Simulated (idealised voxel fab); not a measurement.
process module | voxel tone inversion
cross-section cut | 200 nm wide | cells 5 nm
A cross-section is a grid of square cells, given in bands from the top down. A band is one or more rows of cells.
Each band's line starts with the height of the band's top and of its bottom, in nm. Then come its materials from left to right, each with its width in nm. One material with "throughout" fills the band from edge to edge. "air" is empty space.
Height 0 is the level under which the wafer as received is all one material. The lowest band goes on downwards, as in "0 down".
A width such as "30 to 40" changes by the same amount from each row of cells to the next, from the band's top row to its bottom row.
"no change" after a step means that no cell of the cross-section changed.
closed voids: empty space of 8 cells or more with no open way to the top, each as width x height at its distance from the left edge, in nm
after a step's settings: what the simulator itself notes on the step
overlay nm, on a step with a mask: how far to the right of its planned place the mask lay; to the left if negative
plan
1 op RECEIVE | material Si
2 op CONFORMAL_DEP | material SiCN | thk nm 5
3 op DIRECTIONAL_DEP | material aC | thk nm 25
4 op PATTERN | tone cover | mask id POSTS | material resist | width nm 20 | pitch nm 35 | thk nm 35 | overlay nm 0
5 op DIRECTIONAL_ETCH | etch materials aC | depth nm 25
6 op STRIP | etch materials resist
7 op FILL_DEP | material SiO2 | thk nm 10
8 op CMP | height nm 30
9 op STRIP | etch materials aC
10 op CONFORMAL_DEP | material TiN | thk nm 5
11 op FILL_DEP | material Cu | thk nm 10
12 op CMP | height nm 30
13 op CONFORMAL_DEP | material SiCN | thk nm 5
as received, after step 1
  0 down: Si throughout
  closed voids: none
first wafer at the end, as planned
  35 to 30: SiCN throughout
  30 to 10: SiO2 70 | TiN 5 | Cu 10 | TiN 5 | SiO2 15 | TiN 5 | Cu 10 | TiN 5 | SiO2 75
  10 to 5: SiO2 70 | TiN 20 | SiO2 15 | TiN 20 | SiO2 75
  5 to 0: SiCN throughout
  0 down: Si throughout
  closed voids: none
second wafer at the end: like start, like plan, one mistake
  35 to 25: SiCN throughout
  25 to 0: aC throughout
  0 down: Si throughout
  closed voids: none
what went wrong: steps 2 and 3 were swapped
at the end the second wafer has, in cells: 16 fewer of Cu | 160 fewer of SiO2 | 24 fewer of TiN | 200 more of aC
